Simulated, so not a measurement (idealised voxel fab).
You're looking at the process module voxel self aligned vias.
140 nm wide, 5 nm square cells: that's cross-section cut.
In what follows, cross-sections appear as grids of square cells, described through bands that run from the top down, where every band is one or more rows of cells.
Top, bottom (nm), then materials left to right with widths (nm); lone material tagged "edge to edge" fills the whole band edge to edge; "empty" = empty space.
The reference from which all heights are counted is 0, the level beneath which the as-received wafer is entirely one material; the lowest band, having no lower bound, proceeds downward and is written after the example "z 0 and below".
A width given as "30..40" starts at the first number in the band's top row and ends at the second number in its bottom row, shifting by an equal amount at every step from row to row.
It should be understood that the words "no change", when stated for a given step, signify that the cross-section underwent no change in any of its cells during that step.
"Fully enclosed voids" contains a list of empty spaces, each no smaller than 8 cells and without an open way to the top, written in the form width x height at distance with the distance from the left edge and all three in nm.
On each step's line, the part that comes after the settings is the simulator's own comment on the step.
The setting "overlay nm" may be written on the line of a step. When the step uses a mask, the value reports how far to the right of the planned place the mask lay, and a negative value reports that it lay to the left.

This section lists the process steps that were planned
| 1 | RECEIVE [material Si] |
| 2 | CONFORMAL_DEP [material SiO2] [thk nm 10] |
| 3 | CONFORMAL_DEP [material SiCN] [thk nm 5] |
| 4 | DIRECTIONAL_DEP [material lowk] [thk nm 20] |
| 5 | MASKED_ETCH [tone open] [mask id LINES] [width nm 30] [pitch nm 70] [etch materials lowk] [depth nm 20] [overlay nm 0] |
| 6 | CONFORMAL_DEP [material TiN] [thk nm 5] |
| 7 | FILL_DEP [material Ru] [thk nm 5] |
| 8 | CMP [height nm 35] |
| 9 | SELECTIVE_ETCH [etch materials W Ru TiN] [depth nm 5] |
| 10 | FILL_DEP [material SiN] [thk nm 10] |
| 11 | CMP [height nm 35] |
| 12 | DIRECTIONAL_DEP [material lowk] [thk nm 20] |
| 13 | PATTERN [tone open] [mask id VIAS] [material resist] [width nm 40] [thk nm 20] [overlay nm 0] |
| 14 | DIRECTIONAL_ETCH [etch materials lowk] [depth nm 20] |
| 15 | DIRECTIONAL_ETCH [etch materials SiN] [depth nm 5] |
| 16 | STRIP [etch materials resist] |
| 17 | CONFORMAL_DEP [material TiN] [thk nm 5] |
| 18 | FILL_DEP [material Cu] [thk nm 10] |
| 19 | CMP [height nm 55] |
| 20 | CONFORMAL_DEP [material SiCN] [thk nm 5] |

Cross-section of the wafer upon arrival, representing the state reached after step 1
z 0 and below: Si edge to edge
Fully enclosed voids: none

First of two wafers at the end of the module, shown in cross-section; run carried out as planned
z 60 to 55: SiCN edge to edge
z 55 to 40: lowk (15), TiN (5), Cu (30), TiN (5), lowk (85)
z 40 to 35: lowk (15), TiN (10), Cu (20), TiN (10), lowk (85)
z 35 to 30: lowk (20), TiN (30), lowk (40), SiN (30), lowk (20)
z 30 to 20: lowk (20), TiN (5), Ru (20), TiN (5), lowk (40), TiN (5), Ru (20), TiN (5), lowk (20)
z 20 to 15: lowk (20), TiN (30), lowk (40), TiN (30), lowk (20)
z 15 to 10: SiCN edge to edge
z 10 to 0: SiO2 edge to edge
z 0 and below: Si edge to edge
Fully enclosed voids: none

Module end: cross-section of wafer two of two. Same start and process plan as the first wafer. One mistake during execution
z 60 to 55: SiCN edge to edge
z 55 to 40: lowk (25), TiN (5), Cu (30), TiN (5), lowk (75)
z 40 to 35: lowk (25), TiN (5), Cu (15), TiN (20), lowk (75)
z 35 to 30: lowk (20), SiN (5), TiN (25), lowk (40), SiN (30), lowk (20)
z 30 to 20: lowk (20), TiN (5), Ru (20), TiN (5), lowk (40), TiN (5), Ru (20), TiN (5), lowk (20)
z 20 to 15: lowk (20), TiN (30), lowk (40), TiN (30), lowk (20)
z 15 to 10: SiCN edge to edge
z 10 to 0: SiO2 edge to edge
z 0 and below: Si edge to edge
Fully enclosed voids: none
Deviation from plan: step 13 off recipe, ran as PATTERN [tone open] [mask id VIAS] [material resist] [width nm 40] [thk nm 20] [overlay nm 10]
Upon completion, the second wafer contains, in terms of cells, a greater or smaller amount of certain materials than the first wafer: -1 Cu, +1 SiN
